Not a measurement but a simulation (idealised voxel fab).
process module | voxel self aligned contacts
cross-section cut | 225 nm wide | cells 5 nm
A cross-section is a grid of square cells, given in bands from the top down. A band is one or more rows of cells.
Each band's line starts with the height of the band's top and of its bottom, in nm. Then come its materials from left to right, each with its width in nm. One material with "throughout" fills the band from edge to edge. "air" is empty space.
Height 0 is the level under which the wafer as received is all one material. The lowest band goes on downwards, as in "0 down".
A width such as "30 to 40" changes by the same amount from each row of cells to the next, from the band's top row to its bottom row.
"no change" after a step means that no cell of the cross-section changed.
closed voids: empty space of 8 cells or more with no open way to the top, each as width x height at its distance from the left edge, in nm
after a step's settings: what the simulator itself notes on the step
overlay nm, on a step with a mask: how far to the right of its planned place the mask lay; to the left if negative
plan
1 op RECEIVE | material Si
2 op CONFORMAL_DEP | material SiO2 | thk nm 5
3 op DIRECTIONAL_DEP | material polySi | thk nm 20
4 op DIRECTIONAL_DEP | material SiN | thk nm 20
5 op PATTERN | tone cover | mask id GATE | material resist | width nm 35 | pitch nm 65 | thk nm 15 | overlay nm 0
6 op DIRECTIONAL_ETCH | etch materials SiN | depth nm 20
7 op DIRECTIONAL_ETCH | etch materials polySi | depth nm 20
8 op STRIP | etch materials resist
9 op CONFORMAL_DEP | material SiN | thk nm 5
10 op DIRECTIONAL_ETCH | etch materials SiN | depth nm 5
11 op FILL_DEP | material SiO2 | thk nm 15
12 op CMP | height nm 50
13 op PATTERN | tone open | mask id CONTACT | material resist | width nm 40 | thk nm 15 | overlay nm 0
14 op DIRECTIONAL_ETCH | etch materials SiO2 | depth nm 50
15 op STRIP | etch materials resist
16 op CONFORMAL_DEP | material TiN | thk nm 5
17 op FILL_DEP | material Ru | thk nm 10
18 op CMP | height nm 50
19 op CONFORMAL_DEP | material SiCN | thk nm 5
as received, after step 1
  0 down: Si throughout
  closed voids: none
a wafer at the end: this start, this plan, one mistake
  55 to 50: SiCN throughout
  50 to 45: SiO2 55 | SiN 45 | TiN 5 | Ru 10 | TiN 5 | SiN 45 | SiO2 60
  45 to 30: SiO2 55 | SiN 5 | polySi 35 | SiN 5 | TiN 5 | Ru 10 | TiN 5 | SiN 5 | polySi 35 | SiN 5 | SiO2 60
  30 to 25: SiO2 55 | SiN 5 | polySi 35 | SiN 5 | TiN 20 | SiN 5 | polySi 35 | SiN 5 | SiO2 60
  25 to 5: polySi throughout
  5 to 0: SiO2 throughout
  0 down: Si throughout
  closed voids: none
what went wrong: step 3 was run twice
